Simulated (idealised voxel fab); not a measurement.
The name of this process module is voxel released beams.
It is cross-section cut that appears here, measuring 290 nm in width, its square cells being 5 nm in size.
Cross-section, as written here: a square-cell grid given band by band from the top down, where a band holds one or more rows of cells. Each band's line starts with the height of the band's top and of its bottom, in nm. Then come its materials from left to right, each with its width in nm. One material with "all across" fills the band from edge to edge. "empty" is empty space. Heads up on the height convention: 0 is the point under which the incoming wafer is all one material, and the lowest band has no bottom, it just keeps going down, like "0 down". Graded width ("30->40"): value in top row of band = first number; value in bottom row = second number; row-to-row change constant. Step note "nothing was modified" = no cross-section cell changed. Voids not open to the top, 8 cells minimum: see "Voids, fully enclosed". Written width x height at distance; distance is from the left edge; nm. On each step's line, the part that comes after the settings is the simulator's own comment on the step. "overlay nm" on a masked step: distance the mask lay right of its planned place, negative for left.
LIST OF PLANNED PROCESS STEPS
1: RECEIVE | material Si
2: CONFORMAL_DEP | material SiN | thk nm 10
3: DIRECTIONAL_DEP | material SiO2 | thk nm 20
4: MASKED_ETCH | tone open | mask id ANCHOR | width nm 35 | etch materials SiO2 | depth nm 20 | overlay nm 0
5: CONFORMAL_DEP | material polySi | thk nm 10
6: MASKED_ETCH | tone cover | mask id BEAM | width nm 90 | etch materials polySi | depth nm 10 | overlay nm 0
7: STRIP | etch materials SiO2
WAFER CROSS-SECTION ON RECEIPT, I.E. AFTER STEP 1
> 0 down  Si all across
> Voids, fully enclosed: none
FIRST OF TWO WAFERS: CROSS-SECTION AT END OF MODULE, RUN PER PLAN
> 40 to 30  95 empty, 15 polySi, 15 empty, 60 polySi, 105 empty
> 30 to 20  100 empty, 10 polySi, 15 empty, 10 polySi, 155 empty
> 20 to 10  100 empty, 35 polySi, 155 empty
> 10 to 0  SiN all across
> 0 down  Si all across
> Voids, fully enclosed: none
THIS CROSS-SECTION BELONGS TO THE SECOND WAFER OF TWO AT THE END OF THE MODULE; THE START AND THE PLAN WERE SHARED WITH THE FIRST, AND THE RUN INCLUDED ONE MISTAKE
> 20 to 10  95 empty, 90 polySi, 105 empty
> 10 to 0  SiN all across
> 0 down  Si all across
> Voids, fully enclosed: none
Error vs. plan: step 3 of the plan got skipped, so it never ran
End check, counted in cells, second wafer has more or fewer of these materials than the first: polySi -16
